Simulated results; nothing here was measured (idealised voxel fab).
Proc. module: voxel gate over fins
Xsec cut, 270 nm wide, square cell size 5 nm.
In this document a cross-section is written as a grid of square cells. It is given as a series of bands, listed from the top down, and a band is one or more rows of cells.
Band: top height; bottom height; in nm. Then, left to right: material with width in nm, for each material. "all across": a single material spanning edge to edge. "empty": empty space.
Zero point of the height axis is 0; under it, received wafer = one material. Lowest band: continues down indefinitely, "0..down".
The two numbers in a width such as "30 to 40" mark its ends across the band: the first belongs to the top row of cells, the second to the bottom row, and from each row to the next the width moves by the same amount.
Where the words "no modification" appear for a step, the cross-section shows no cell changed by that step; every cell remained as before.
"Enclosed internal cavities" lists enclosed empty spaces (at least 8 cells, no open path upward to the top), each as width x height at distance from the left edge, in nm.
What comes after the settings on a step's line is commentary from the simulator itself on that step.
The setting "overlay nm" may be written on the line of a step. When the step uses a mask, the value reports how far to the right of the planned place the mask lay, and a negative value reports that it lay to the left.
## Process steps - plan
step 1: RECEIVE: material Si
step 2: CONFORMAL_DEP: material SiN, thk nm 5
step 3: MASKED_ETCH: tone cover, mask id FINS, width nm 15, pitch nm 55, etch materials SiN, depth nm 5, overlay nm 0
step 4: MASKED_ETCH: tone cover, mask id FINS, width nm 15, pitch nm 55, etch materials Si, depth nm 35, overlay nm 0
step 5: OXIDIZE: depth nm 5
step 6: FILL_DEP: material SiO2, thk nm 15
step 7: CMP: height nm 5
step 8: PATTERN: tone open, mask id RAIL, material resist, width nm 15, thk nm 20, overlay nm 0
step 9: DIRECTIONAL_ETCH: etch materials SiO2, depth nm 35
step 10: STRIP: etch materials resist
step 11: CONFORMAL_DEP: material TiN, thk nm 5
step 12: FILL_DEP: material Ru, thk nm 5
step 13: CMP: height nm 5
step 14: SELECTIVE_ETCH: etch materials W Ru TiN, depth nm 20
step 15: FILL_DEP: material SiO2, thk nm 5
step 16: CMP: height nm 5
step 17: SELECTIVE_ETCH: etch materials SiO2, depth nm 15
step 18: STRIP: etch materials SiN
step 19: CONFORMAL_DEP: material HfO2, thk nm 5
step 20: CONFORMAL_DEP: material TiN, thk nm 5
step 21: FILL_DEP: material W, thk nm 15
step 22: CMP: height nm 20
step 23: CONFORMAL_DEP: material SiCN, thk nm 5
## As-received state of the wafer in cross-section, equivalent to post-step 1
    0..down = Si all across
    Enclosed internal cavities: none
## What the wafer looks like in cross-section after this module, when it starts as shown above and follows the plan above but one mistake is made in running it
    25..20 = SiCN all across
    20..10 = W all across
    10..5 = 40 of W; 25 of HfO2; 30 of W; 25 of HfO2; 30 of W; 25 of HfO2; 30 of W; 25 of HfO2; 40 of W
    5..0 = 40 of W; 5 of HfO2; 15 of TiN; 5 of HfO2; 30 of W; 5 of HfO2; 15 of TiN; 5 of HfO2; 30 of W; 5 of HfO2; 15 of TiN; 5 of HfO2; 30 of W; 5 of HfO2; 15 of TiN; 5 of HfO2; 40 of W
    0..-5 = 45 of HfO2; 5 of TiN; 5 of Si; 5 of TiN; 40 of HfO2; 5 of TiN; 5 of Si; 5 of TiN; 40 of HfO2; 5 of TiN; 5 of Si; 5 of TiN; 40 of HfO2; 5 of TiN; 5 of Si; 5 of TiN; 45 of HfO2
    -5..-10 = 50 of TiN; 5 of Si; 50 of TiN; 5 of Si; 50 of TiN; 5 of Si; 50 of TiN; 5 of Si; 50 of TiN
    -10..-15 = 50 of SiO2; 5 of Si; 50 of SiO2; 5 of Si; 50 of SiO2; 5 of Si; 50 of SiO2; 5 of Si; 50 of SiO2
    -15..-25 = 50 of SiO2; 5 of Si; 15 of SiO2; 5 of TiN; 5 of Ru; 5 of TiN; 20 of SiO2; 5 of Si; 50 of SiO2; 5 of Si; 50 of SiO2; 5 of Si; 50 of SiO2
    -25..-30 = 50 of SiO2; 5 of Si; 15 of SiO2; 15 of TiN; 20 of SiO2; 5 of Si; 50 of SiO2; 5 of Si; 50 of SiO2; 5 of Si; 50 of SiO2
    -30..-40 = 50 of SiO2; 5 of Si; 50 of SiO2; 5 of Si; 50 of SiO2; 5 of Si; 50 of SiO2; 5 of Si; 50 of SiO2
    -40..down = Si all across
    Enclosed internal cavities: none
Against the plan, the run slipped here: mixed up steps 19 and 20 - ran each in the other's place
